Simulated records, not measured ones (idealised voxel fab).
The document below concerns the process module designated voxel self aligned vias.
Xsec cut, 225 nm wide, square cell size 5 nm.
Cross-section = grid of square cells, listed top down in bands; band = one or more rows. Band: top and bottom heights (nm) first, top before bottom; then materials from left to right, widths in nm. "edge to edge" marks a sole material filling the band edge to edge. "blank" denotes empty space. Height 0 is the level under which the wafer as received is all one material. The lowest band goes on downwards, as in "0 and below". It should be noted that a width expressed as "30->40" varies in equal increments from row to row of cells within the band, taking the value of the first number at the top row and that of the second number at the bottom row. No cell of the cross-section changed in a step that is given as "nothing got changed". Empty spaces counting at least 8 cells and having no open way to the top are listed in "Cavities, sealed". The notation width x height at distance is used for each, the distance being from the left edge and all three values in nm. Whatever follows a step's settings on its line is a remark the simulator itself makes about that step. A step's line can hold "overlay nm"; with a mask on that step, the setting says how far right of the planned place the mask lay, while a negative setting says it lay to the left.
**Steps in the process plan**
step 1: RECEIVE | material Si
step 2: CONFORMAL_DEP | material SiO2 | thk nm 10
step 3: CONFORMAL_DEP | material SiCN | thk nm 5
step 4: DIRECTIONAL_DEP | material lowk | thk nm 30
step 5: MASKED_ETCH | tone open | mask id LINES | width nm 30 | pitch nm 70 | etch materials lowk | depth nm 30 | overlay nm 0
step 6: CONFORMAL_DEP | material TiN | thk nm 5
step 7: FILL_DEP | material W | thk nm 10
step 8: CMP | height nm 45
step 9: SELECTIVE_ETCH | etch materials W Ru TiN | depth nm 10
step 10: FILL_DEP | material SiN | thk nm 10
step 11: CMP | height nm 45
step 12: DIRECTIONAL_DEP | material lowk | thk nm 15
step 13: MASKED_ETCH | tone open | mask id VIAS | width nm 40 | pitch nm 70 | etch materials lowk | depth nm 15 | overlay nm 0
step 14: MASKED_ETCH | tone open | mask id VIAS | width nm 40 | pitch nm 70 | etch materials SiN | depth nm 10 | overlay nm 0
step 15: CONFORMAL_DEP | material TiN | thk nm 5
step 16: FILL_DEP | material W | thk nm 5
step 17: CMP | height nm 60
step 18: CONFORMAL_DEP | material SiCN | thk nm 5
**This is the cross-section of the wafer as we received it, i.e. after step 1**
0 and below = Si edge to edge
Cavities, sealed: none
**The following cross-section depicts the wafer upon conclusion of the module. Processing commenced from the starting condition illustrated above and adhered to the plan illustrated above, save for one mistake in execution**
65 down to 60 = SiCN edge to edge
60 down to 50 = 55 of lowk; 5 of TiN; 30 of W; 5 of TiN; 30 of lowk; 5 of TiN; 30 of W; 5 of TiN; 60 of lowk
50 down to 40 = 55->60 of lowk; 10->5 of TiN; 20 of W; 10->5 of TiN; 30->40 of lowk; 10->5 of TiN; 20 of W; 10->5 of TiN; 60->65 of lowk
40 down to 35 = 60 of lowk; 30 of TiN; 40 of lowk; 30 of TiN; 65 of lowk
35 down to 30 = 60 of lowk; 30 of SiN; 40 of lowk; 30 of SiN; 65 of lowk
30 down to 20 = 60 of lowk; 5 of TiN; 20 of W; 5 of TiN; 40 of lowk; 5 of TiN; 20 of W; 5 of TiN; 65 of lowk
20 down to 15 = 60 of lowk; 30 of TiN; 40 of lowk; 30 of TiN; 65 of lowk
15 down to 10 = SiCN edge to edge
10 down to 0 = SiO2 edge to edge
0 and below = Si edge to edge
Cavities, sealed: none
Error vs. plan: step 9 off recipe, ran as SELECTIVE_ETCH | etch materials W Ru TiN | depth nm 15
